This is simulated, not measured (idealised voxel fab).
Process module heading - voxel gate over fins
Cross-sectional view cut (width: 240 nm; square cell size: 5 nm).
Cross-section, as written here: a square-cell grid given band by band from the top down, where a band holds one or more rows of cells.
What a band's entry tells you: where the top is and where the bottom is, as heights in nm, and after that what lies inside, material by material from left to right, each with its width in nm. Empty space is written as the word "air", and a single material marked with the word "all across" occupies the band from edge to edge.
Note: height 0 marks the level under which the wafer is uniformly one material as received. Lowest band unbounded below, written "0 down".
Quick explanation for "30->40": the width changes in equal steps down the rows of cells, from the first number in the band's top row to the second number in its bottom row.
When a step is marked "stayed the same", none of the cells in the cross-section changed during that step.
For the entry "Sealed-off cavities", the listed items are empty spaces with no open way to the top whose size is 8 cells or more; each item follows the pattern width x height at distance, where distance is from the left edge and all three are in nm.
That trailing text on a step's line, after the settings, is the simulator's own remark on the step.
overlay nm: for a step with a mask, the amount by which the mask lay right of where it was planned; a negative amount means left of it.
The process steps that were planned are listed below
| 1 | op RECEIVE | material Si |
| 2 | op CONFORMAL_DEP | material SiN | thk nm 5 |
| 3 | op DIRECTIONAL_DEP | material aC | thk nm 15 |
| 4 | op PATTERN | tone cover | mask id FINS | material resist | width nm 15 | pitch nm 50 | thk nm 35 | overlay nm 0 |
| 5 | op DIRECTIONAL_ETCH | etch materials aC | depth nm 15 |
| 6 | op STRIP | etch materials resist |
| 7 | op DIRECTIONAL_ETCH | etch materials SiN | depth nm 5 |
| 8 | op DIRECTIONAL_ETCH | etch materials Si | depth nm 35 |
| 9 | op STRIP | etch materials aC |
| 10 | op OXIDIZE | depth nm 5 |
| 11 | op FILL_DEP | material SiO2 | thk nm 15 |
| 12 | op CMP | height nm 5 |
| 13 | op MASKED_ETCH | tone open | mask id RAIL | width nm 15 | etch materials SiO2 | depth nm 35 | overlay nm 0 |
| 14 | op CONFORMAL_DEP | material TiN | thk nm 5 |
| 15 | op FILL_DEP | material W | thk nm 5 |
| 16 | op CMP | height nm 5 |
| 17 | op SELECTIVE_ETCH | etch materials W Ru TiN | depth nm 20 |
| 18 | op FILL_DEP | material SiO2 | thk nm 5 |
| 19 | op CMP | height nm 5 |
| 20 | op SELECTIVE_ETCH | etch materials SiO2 | depth nm 15 |
| 21 | op STRIP | etch materials SiN |
| 22 | op CONFORMAL_DEP | material HfO2 | thk nm 5 |
| 23 | op CONFORMAL_DEP | material TiN | thk nm 5 |
| 24 | op CONFORMAL_DEP | material TiAl | thk nm 5 |
| 25 | op CONFORMAL_DEP | material TiN | thk nm 5 |
| 26 | op FILL_DEP | material W | thk nm 15 |
| 27 | op CMP | height nm 30 |
| 28 | op CONFORMAL_DEP | material SiCN | thk nm 5 |
On the first of the two wafers: run conducted according to plan
So this is the incoming wafer in cross-section - it's already been through step 1
	0 down = Si all across
	Sealed-off cavities: none
Step 2 done - wafer cross-section
	5 to 0 = SiN all across
	Lower than 0, everything is as it was.
Step 3 done - wafer cross-section
	20 to 5 = aC all across
	Lower than 5, everything is as it was.
Step 4 done - wafer cross-section
	55 to 20 = air 85 nm; resist 15 nm; air 35 nm; resist 15 nm; air 90 nm
	Lower than 20, everything is as it was.
Step 5 done - wafer cross-section
	40 to 20 = air 85 nm; resist 15 nm; air 35 nm; resist 15 nm; air 90 nm
	20 to 5 = air 85 nm; aC 15 nm; air 35 nm; aC 15 nm; air 90 nm
	Lower than 5, everything is as it was.
Step 6 done - wafer cross-section
	20 to 5 = air 85 nm; aC 15 nm; air 35 nm; aC 15 nm; air 90 nm
	Lower than 5, everything is as it was.
Step 7 done - wafer cross-section
	20 to 5 = air 85 nm; aC 15 nm; air 35 nm; aC 15 nm; air 90 nm
	5 to 0 = air 85 nm; SiN 15 nm; air 35 nm; SiN 15 nm; air 90 nm
	Lower than 0, everything is as it was.
Step 8 done - wafer cross-section
	20 to 5 = air 85 nm; aC 15 nm; air 35 nm; aC 15 nm; air 90 nm
	5 to 0 = air 85 nm; SiN 15 nm; air 35 nm; SiN 15 nm; air 90 nm
	0 to -35 = air 85 nm; Si 15 nm; air 35 nm; Si 15 nm; air 90 nm
	Lower than -35, everything is as it was.
Step 9 done - wafer cross-section
	5 to 0 = air 85 nm; SiN 15 nm; air 35 nm; SiN 15 nm; air 90 nm
	Lower than 0, everything is as it was.
Step 10 done - wafer cross-section
	5 to 0 = air 85 nm; SiN 15 nm; air 35 nm; SiN 15 nm; air 90 nm
	0 to -35 = air 85 nm; SiO2 5 nm; Si 5 nm; SiO2 5 nm; air 35 nm; SiO2 5 nm; Si 5 nm; SiO2 5 nm; air 90 nm
	-35 to -40 = SiO2 90 nm; Si 5 nm; SiO2 45 nm; Si 5 nm; SiO2 95 nm
	Lower than -40, everything is as it was.
Step 11 done - wafer cross-section
	20 to 5 = SiO2 all across
	5 to 0 = SiO2 85 nm; SiN 15 nm; SiO2 35 nm; SiN 15 nm; SiO2 90 nm
	0 to -40 = SiO2 90 nm; Si 5 nm; SiO2 45 nm; Si 5 nm; SiO2 95 nm
	Lower than -40, everything is as it was.
Step 12 done - wafer cross-section
	5 to 0 = SiO2 85 nm; SiN 15 nm; SiO2 35 nm; SiN 15 nm; SiO2 90 nm
	Lower than 0, everything is as it was.
Step 13 done - wafer cross-section
	5 to 0 = SiO2 85 nm; SiN 15 nm; SiO2 10 nm; air 15 nm; SiO2 10 nm; SiN 15 nm; SiO2 90 nm
	0 to -30 = SiO2 90 nm; Si 5 nm; SiO2 15 nm; air 15 nm; SiO2 15 nm; Si 5 nm; SiO2 95 nm
	Lower than -30, everything is as it was.
Step 14 done - wafer cross-section
	10 to 5 = TiN 115 nm; air 5 nm; TiN 120 nm
	5 to 0 = SiO2 85 nm; SiN 15 nm; SiO2 10 nm; TiN 5 nm; air 5 nm; TiN 5 nm; SiO2 10 nm; SiN 15 nm; SiO2 90 nm
	0 to -25 = SiO2 90 nm; Si 5 nm; SiO2 15 nm; TiN 5 nm; air 5 nm; TiN 5 nm; SiO2 15 nm; Si 5 nm; SiO2 95 nm
	-25 to -30 = SiO2 90 nm; Si 5 nm; SiO2 15 nm; TiN 15 nm; SiO2 15 nm; Si 5 nm; SiO2 95 nm
	Lower than -30, everything is as it was.
Step 15 done - wafer cross-section
	15 to 10 = W all across
	10 to 5 = TiN 115 nm; W 5 nm; TiN 120 nm
	5 to 0 = SiO2 85 nm; SiN 15 nm; SiO2 10 nm; TiN 5 nm; W 5 nm; TiN 5 nm; SiO2 10 nm; SiN 15 nm; SiO2 90 nm
	0 to -25 = SiO2 90 nm; Si 5 nm; SiO2 15 nm; TiN 5 nm; W 5 nm; TiN 5 nm; SiO2 15 nm; Si 5 nm; SiO2 95 nm
	Lower than -25, everything is as it was.
Step 16 done - wafer cross-section
	5 to 0 = SiO2 85 nm; SiN 15 nm; SiO2 10 nm; TiN 5 nm; W 5 nm; TiN 5 nm; SiO2 10 nm; SiN 15 nm; SiO2 90 nm
	Lower than 0, everything is as it was.
Step 17 done - wafer cross-section
	5 to 0 = SiO2 85 nm; SiN 15 nm; SiO2 10 nm; air 15 nm; SiO2 10 nm; SiN 15 nm; SiO2 90 nm
	0 to -15 = SiO2 90 nm; Si 5 nm; SiO2 15 nm; air 15 nm; SiO2 15 nm; Si 5 nm; SiO2 95 nm
	Lower than -15, everything is as it was.
Step 18 done - wafer cross-section
	10 to 5 = SiO2 all across
	5 to 0 = SiO2 85 nm; SiN 15 nm; SiO2 35 nm; SiN 15 nm; SiO2 90 nm
	0 to -15 = SiO2 90 nm; Si 5 nm; SiO2 45 nm; Si 5 nm; SiO2 95 nm
	Lower than -15, everything is as it was.
Step 19 done - wafer cross-section
	5 to 0 = SiO2 85 nm; SiN 15 nm; SiO2 35 nm; SiN 15 nm; SiO2 90 nm
	Lower than 0, everything is as it was.
Step 20 done - wafer cross-section
	5 to 0 = air 85 nm; SiN 15 nm; air 35 nm; SiN 15 nm; air 90 nm
	0 to -10 = air 90 nm; Si 5 nm; air 45 nm; Si 5 nm; air 95 nm
	Lower than -10, everything is as it was.
Step 21 done - wafer cross-section
	0 to -10 = air 90 nm; Si 5 nm; air 45 nm; Si 5 nm; air 95 nm
	Lower than -10, everything is as it was.
Step 22 done - wafer cross-section
	5 to 0 = air 85 nm; HfO2 15 nm; air 35 nm; HfO2 15 nm; air 90 nm
	0 to -5 = air 85 nm; HfO2 5 nm; Si 5 nm; HfO2 5 nm; air 35 nm; HfO2 5 nm; Si 5 nm; HfO2 5 nm; air 90 nm
	-5 to -10 = HfO2 90 nm; Si 5 nm; HfO2 45 nm; Si 5 nm; HfO2 95 nm
	Lower than -10, everything is as it was.
Step 23 done - wafer cross-section
	10 to 5 = air 80 nm; TiN 25 nm; air 25 nm; TiN 25 nm; air 85 nm
	5 to 0 = air 80 nm; TiN 5 nm; HfO2 15 nm; TiN 5 nm; air 25 nm; TiN 5 nm; HfO2 15 nm; TiN 5 nm; air 85 nm
	0 to -5 = TiN 85 nm; HfO2 5 nm; Si 5 nm; HfO2 5 nm; TiN 35 nm; HfO2 5 nm; Si 5 nm; HfO2 5 nm; TiN 90 nm
	Lower than -5, everything is as it was.
Step 24 done - wafer cross-section
	15 to 10 = air 75 nm; TiAl 35 nm; air 15 nm; TiAl 35 nm; air 80 nm
	10 to 5 = air 75 nm; TiAl 5 nm; TiN 25 nm; TiAl 5 nm; air 15 nm; TiAl 5 nm; TiN 25 nm; TiAl 5 nm; air 80 nm
	5 to 0 = TiAl 80 nm; TiN 5 nm; HfO2 15 nm; TiN 5 nm; TiAl 25 nm; TiN 5 nm; HfO2 15 nm; TiN 5 nm; TiAl 85 nm
	Lower than 0, everything is as it was.
Step 25 done - wafer cross-section
	20 to 15 = air 70 nm; TiN 45 nm; air 5 nm; TiN 45 nm; air 75 nm
	15 to 10 = air 70 nm; TiN 5 nm; TiAl 35 nm; TiN 5 nm; air 5 nm; TiN 5 nm; TiAl 35 nm; TiN 5 nm; air 75 nm
	10 to 5 = TiN 75 nm; TiAl 5 nm; TiN 25 nm; TiAl 5 nm; TiN 15 nm; TiAl 5 nm; TiN 25 nm; TiAl 5 nm; TiN 80 nm
	Lower than 5, everything is as it was.
Step 26 done - wafer cross-section
	35 to 20 = W all across
	20 to 15 = W 70 nm; TiN 45 nm; W 5 nm; TiN 45 nm; W 75 nm
	15 to 10 = W 70 nm; TiN 5 nm; TiAl 35 nm; TiN 5 nm; W 5 nm; TiN 5 nm; TiAl 35 nm; TiN 5 nm; W 75 nm
	Lower than 10, everything is as it was.
Step 27 done - wafer cross-section
	30 to 20 = W all across
	Lower than 20, everything is as it was.
Step 28 done - wafer cross-section
	35 to 30 = SiCN all across
	Lower than 30, everything is as it was.
The second wafer began exactly as the first did and followed the same plan, but one mistake was made while running it; through step 19 inclusive, the two wafers are identical
when step 20 should have ended
	5 to 0 = air 85 nm; SiN 15 nm; air 35 nm; SiN 15 nm; air 90 nm
	0 to -15 = air 90 nm; Si 5 nm; air 45 nm; Si 5 nm; air 95 nm
	-15 to -25 = air 90 nm; Si 5 nm; air 15 nm; TiN 5 nm; W 5 nm; TiN 5 nm; air 15 nm; Si 5 nm; air 95 nm
	Lower than -25, everything is as it was.
when step 21 should have ended
	0 to -15 = air 90 nm; Si 5 nm; air 45 nm; Si 5 nm; air 95 nm
	Lower than -15, everything is as it was.
when step 22 should have ended
	5 to 0 = air 85 nm; HfO2 15 nm; air 35 nm; HfO2 15 nm; air 90 nm
	0 to -10 = air 85 nm; HfO2 5 nm; Si 5 nm; HfO2 5 nm; air 35 nm; HfO2 5 nm; Si 5 nm; HfO2 5 nm; air 90 nm
	-10 to -15 = air 85 nm; HfO2 5 nm; Si 5 nm; HfO2 5 nm; air 5 nm; HfO2 25 nm; air 5 nm; HfO2 5 nm; Si 5 nm; HfO2 5 nm; air 90 nm
	-15 to -20 = air 85 nm; HfO2 5 nm; Si 5 nm; HfO2 5 nm; air 5 nm; HfO2 5 nm; TiN 5 nm; W 5 nm; TiN 5 nm; HfO2 5 nm; air 5 nm; HfO2 5 nm; Si 5 nm; HfO2 5 nm; air 90 nm
	-20 to -25 = HfO2 90 nm; Si 5 nm; HfO2 15 nm; TiN 5 nm; W 5 nm; TiN 5 nm; HfO2 15 nm; Si 5 nm; HfO2 95 nm
	Lower than -25, everything is as it was.
when step 23 should have ended
	10 to 5 = air 80 nm; TiN 25 nm; air 25 nm; TiN 25 nm; air 85 nm
	5 to 0 = air 80 nm; TiN 5 nm; HfO2 15 nm; TiN 5 nm; air 25 nm; TiN 5 nm; HfO2 15 nm; TiN 5 nm; air 85 nm
	0 to -5 = air 80 nm; TiN 5 nm; HfO2 5 nm; Si 5 nm; HfO2 5 nm; TiN 5 nm; air 25 nm; TiN 5 nm; HfO2 5 nm; Si 5 nm; HfO2 5 nm; TiN 5 nm; air 85 nm
	-5 to -10 = air 80 nm; TiN 5 nm; HfO2 5 nm; Si 5 nm; HfO2 5 nm; TiN 35 nm; HfO2 5 nm; Si 5 nm; HfO2 5 nm; TiN 5 nm; air 85 nm
	-10 to -15 = air 80 nm; TiN 5 nm; HfO2 5 nm; Si 5 nm; HfO2 5 nm; TiN 5 nm; HfO2 25 nm; TiN 5 nm; HfO2 5 nm; Si 5 nm; HfO2 5 nm; TiN 5 nm; air 85 nm
	-15 to -20 = TiN 85 nm; HfO2 5 nm; Si 5 nm; HfO2 5 nm; TiN 5 nm; HfO2 5 nm; TiN 5 nm; W 5 nm; TiN 5 nm; HfO2 5 nm; TiN 5 nm; HfO2 5 nm; Si 5 nm; HfO2 5 nm; TiN 90 nm
	Lower than -20, everything is as it was.
when step 24 should have ended
	15 to 10 = air 75 nm; TiAl 35 nm; air 15 nm; TiAl 35 nm; air 80 nm
	10 to 5 = air 75 nm; TiAl 5 nm; TiN 25 nm; TiAl 5 nm; air 15 nm; TiAl 5 nm; TiN 25 nm; TiAl 5 nm; air 80 nm
	5 to 0 = air 75 nm; TiAl 5 nm; TiN 5 nm; HfO2 15 nm; TiN 5 nm; TiAl 5 nm; air 15 nm; TiAl 5 nm; TiN 5 nm; HfO2 15 nm; TiN 5 nm; TiAl 5 nm; air 80 nm
	0 to -5 = air 75 nm; TiAl 5 nm; TiN 5 nm; HfO2 5 nm; Si 5 nm; HfO2 5 nm; TiN 5 nm; TiAl 25 nm; TiN 5 nm; HfO2 5 nm; Si 5 nm; HfO2 5 nm; TiN 5 nm; TiAl 5 nm; air 80 nm
	-5 to -10 = air 75 nm; TiAl 5 nm; TiN 5 nm; HfO2 5 nm; Si 5 nm; HfO2 5 nm; TiN 35 nm; HfO2 5 nm; Si 5 nm; HfO2 5 nm; TiN 5 nm; TiAl 5 nm; air 80 nm
	-10 to -15 = TiAl 80 nm; TiN 5 nm; HfO2 5 nm; Si 5 nm; HfO2 5 nm; TiN 5 nm; HfO2 25 nm; TiN 5 nm; HfO2 5 nm; Si 5 nm; HfO2 5 nm; TiN 5 nm; TiAl 85 nm
	Lower than -15, everything is as it was.
when step 25 should have ended
	20 to 15 = air 70 nm; TiN 45 nm; air 5 nm; TiN 45 nm; air 75 nm
	15 to 10 = air 70 nm; TiN 5 nm; TiAl 35 nm; TiN 5 nm; air 5 nm; TiN 5 nm; TiAl 35 nm; TiN 5 nm; air 75 nm
	10 to 5 = air 70 nm; TiN 5 nm; TiAl 5 nm; TiN 25 nm; TiAl 5 nm; TiN 5 nm; air 5 nm; TiN 5 nm; TiAl 5 nm; TiN 25 nm; TiAl 5 nm; TiN 5 nm; air 75 nm
	5 to 0 = air 70 nm; TiN 5 nm; TiAl 5 nm; TiN 5 nm; HfO2 15 nm; TiN 5 nm; TiAl 5 nm; TiN 15 nm; TiAl 5 nm; TiN 5 nm; HfO2 15 nm; TiN 5 nm; TiAl 5 nm; TiN 5 nm; air 75 nm
	0 to -5 = air 70 nm; TiN 5 nm; TiAl 5 nm; TiN 5 nm; HfO2 5 nm; Si 5 nm; HfO2 5 nm; TiN 5 nm; TiAl 25 nm; TiN 5 nm; HfO2 5 nm; Si 5 nm; HfO2 5 nm; TiN 5 nm; TiAl 5 nm; TiN 5 nm; air 75 nm
	-5 to -10 = TiN 75 nm; TiAl 5 nm; TiN 5 nm; HfO2 5 nm; Si 5 nm; HfO2 5 nm; TiN 35 nm; HfO2 5 nm; Si 5 nm; HfO2 5 nm; TiN 5 nm; TiAl 5 nm; TiN 80 nm
	Lower than -10, everything is as it was.
when step 26 should have ended
	35 to 20 = W all across
	20 to 15 = W 70 nm; TiN 45 nm; W 5 nm; TiN 45 nm; W 75 nm
	15 to 10 = W 70 nm; TiN 5 nm; TiAl 35 nm; TiN 5 nm; W 5 nm; TiN 5 nm; TiAl 35 nm; TiN 5 nm; W 75 nm
	10 to 5 = W 70 nm; TiN 5 nm; TiAl 5 nm; TiN 25 nm; TiAl 5 nm; TiN 5 nm; W 5 nm; TiN 5 nm; TiAl 5 nm; TiN 25 nm; TiAl 5 nm; TiN 5 nm; W 75 nm
	5 to 0 = W 70 nm; TiN 5 nm; TiAl 5 nm; TiN 5 nm; HfO2 15 nm; TiN 5 nm; TiAl 5 nm; TiN 15 nm; TiAl 5 nm; TiN 5 nm; HfO2 15 nm; TiN 5 nm; TiAl 5 nm; TiN 5 nm; W 75 nm
	0 to -5 = W 70 nm; TiN 5 nm; TiAl 5 nm; TiN 5 nm; HfO2 5 nm; Si 5 nm; HfO2 5 nm; TiN 5 nm; TiAl 25 nm; TiN 5 nm; HfO2 5 nm; Si 5 nm; HfO2 5 nm; TiN 5 nm; TiAl 5 nm; TiN 5 nm; W 75 nm
	Lower than -5, everything is as it was.
when step 27 should have ended
	30 to 20 = W all across
	Lower than 20, everything is as it was.
when step 28 should have ended
	35 to 30 = SiCN all across
	Lower than 30, everything is as it was.
Short version of what went wrong: step 20 of the plan was carried out twice
Upon completion, the second wafer contains, in terms of cells, a greater or smaller amount of certain materials than the first wafer: HfO2: 16 more | SiO2: 132 fewer | TiAl: 8 more | TiN: 20 more | W: 88 more
